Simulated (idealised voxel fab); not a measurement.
The name of this process module is voxel double patterning.
cross-section cut | 210 nm wide | cells 5 nm
If you're reading a cross-section in this doc, picture square cells in a grid; it comes to you as bands, top ones listed first down to the bottom, and a band can be one or more rows of cells. Quick guide to a band line: top height, bottom height (nm) up front; then every material left to right with its width in nm. Only one material and it's marked "full width"? Then it fills the band edge to edge. And "air" just means empty space. Heights from 0 (as-received wafer is one material below). Bottom band endless downward, as "from 0 down". You'd read "30..40" like this: the band's top row of cells is as wide as the first number, its bottom row is as wide as the second, and going down, every row changes width by the same amount as the row before did. Where a step carries "remained unchanged", the cross-section came out of it unchanged, cell for cell. Sealed void inventory: empty space of 8 cells or more with no open way to the top, each as width x height at its distance from the left edge, in nm. Heads up: the bit after the settings on a step's line is the simulator's remark on that step. You can add "overlay nm" to a step's line. For a step with a mask, it describes how far the mask lay to the right of its planned position, and a negative number describes a lay to the left.
# These are the steps we planned for the process
1,RECEIVE | material Si
2,CONFORMAL_DEP | material SiO2 | thk nm 5
3,DIRECTIONAL_DEP | material polySi | thk nm 15
4,DIRECTIONAL_DEP | material SiCN | thk nm 5
5,PATTERN | tone open | mask id FIRST | material resist | width nm 15 | pitch nm 50 | thk nm 15 | overlay nm 0
6,DIRECTIONAL_ETCH | etch materials SiCN | depth nm 5
7,STRIP | etch materials resist
8,PATTERN | tone open | mask id SECOND | material resist | width nm 15 | pitch nm 50 | thk nm 20 | overlay nm 0
9,DIRECTIONAL_ETCH | etch materials SiCN | depth nm 5
10,STRIP | etch materials resist
11,DIRECTIONAL_ETCH | etch materials polySi | depth nm 15
12,STRIP | etch materials SiCN
# Received-state cross-section, reflecting completion of step 1
* from 0 down: Si full width
* Sealed void inventory: none
# Cross-sectional image of the first of two wafers at the end of the module, the run having proceeded as planned
* from 20 to 5: polySi (45), air (15), polySi (10), air (15), polySi (10), air (15), polySi (10), air (15), polySi (10), air (15), polySi (50)
* from 5 to 0: SiO2 full width
* from 0 down: Si full width
* Sealed void inventory: none
# End of module, second wafer, cross-section. Started like the first, planned like the first, run with one mistake
* from 25 to 20: SiO2 full width
* from 20 to 5: polySi full width
* from 5 to 0: SiO2 full width
* from 0 down: Si full width
* Sealed void inventory: none
The plan and the run diverged here: note that step 4 departed from the planned setting and was carried out as DIRECTIONAL_DEP | material SiO2 | thk nm 5
Final difference in cells, second wafer against first, listed per material as more or fewer: SiO2 +42; polySi +45
